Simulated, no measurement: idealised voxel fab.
Process module in this document: voxel ribs on slabs
cross-section cut | 270 nm wide | cells 5 nm
Heads up, the way a cross-section reads in here is a grid of square cells, handed over as bands from the top down, with every band being one or more rows of cells.
The entry gives the band's vertical extent as a top height and a bottom height in nm, then its horizontal make-up as materials from left to right, each with a width in nm. "blank" stands for empty space; a single material marked "full width" fills the band edge to edge.
We count height from 0. Below that, the starting wafer is all one material. The lowest band never ends at the bottom but goes on down; see "0..down" for how that is written.
Width: "30 to 40" (first number = top row, second number = bottom row, same change from row to row of cells).
What does "changes: none" mean for a step? It means no cell of the cross-section changed in that step.
The label "Fully sealed cavities" introduces a list of the empty spaces, 8 cells or larger, that have no open way up to the top; each entry in it reads width x height at distance, where the distance is taken from the left edge and all three are stated in nm.
On a step's line, text after the settings is the simulator commenting on that step.
"overlay nm" on a masked step: distance the mask lay right of its planned place, negative for left.
The process steps that were planned are listed below
step 1: RECEIVE,material Si
step 2: DIRECTIONAL_DEP,material SiO2,thk nm 25
step 3: DIRECTIONAL_DEP,material SiN,thk nm 20
step 4: PATTERN,tone cover,mask id RIB,material resist,width nm 15,thk nm 20,overlay nm 0
step 5: DIRECTIONAL_ETCH,etch materials SiN,depth nm 5
step 6: STRIP,etch materials resist
step 7: PATTERN,tone cover,mask id SLAB,material resist,width nm 75,thk nm 20,overlay nm 0
step 8: DIRECTIONAL_ETCH,etch materials SiN,depth nm 15
step 9: STRIP,etch materials resist
step 10: FILL_DEP,material SiO2,thk nm 25
step 11: CMP,height nm 60
step 12: DIRECTIONAL_DEP,material W,thk nm 5
step 13: MASKED_ETCH,tone cover,mask id HEATER,width nm 25,etch materials W,depth nm 5,overlay nm 0
step 14: CONFORMAL_DEP,material SiO2,thk nm 5
Incoming wafer, cross-sectional view, post step 1
- 0..down  Si full width
- Fully sealed cavities: none
First of two wafers: cross-section at end of module, run per plan
- 70..65  115 blank | 35 SiO2 | 120 blank
- 65..60  120 SiO2 | 25 W | 125 SiO2
- 60..45  SiO2 full width
- 45..40  125 SiO2 | 15 SiN | 130 SiO2
- 40..25  95 SiO2 | 75 SiN | 100 SiO2
- 25..0  SiO2 full width
- 0..down  Si full width
- Fully sealed cavities: none
Here is the second of the two wafers cut open at the end of the module - same start, same plan as the first one, but we made one mistake running it
- 70..65  115 blank | 35 SiO2 | 120 blank
- 65..60  120 SiO2 | 25 W | 125 SiO2
- 60..40  SiO2 full width
- 40..25  95 SiO2 | 30 SiN | 15 SiO2 | 30 SiN | 100 SiO2
- 25..0  SiO2 full width
- 0..down  Si full width
- Fully sealed cavities: none
Run error: steps 3 and 4: order swapped relative to plan
Once processing is complete, comparing cell counts shows that the second wafer has more or fewer of certain materials than the first: 12 fewer of SiN | 12 more of SiO2
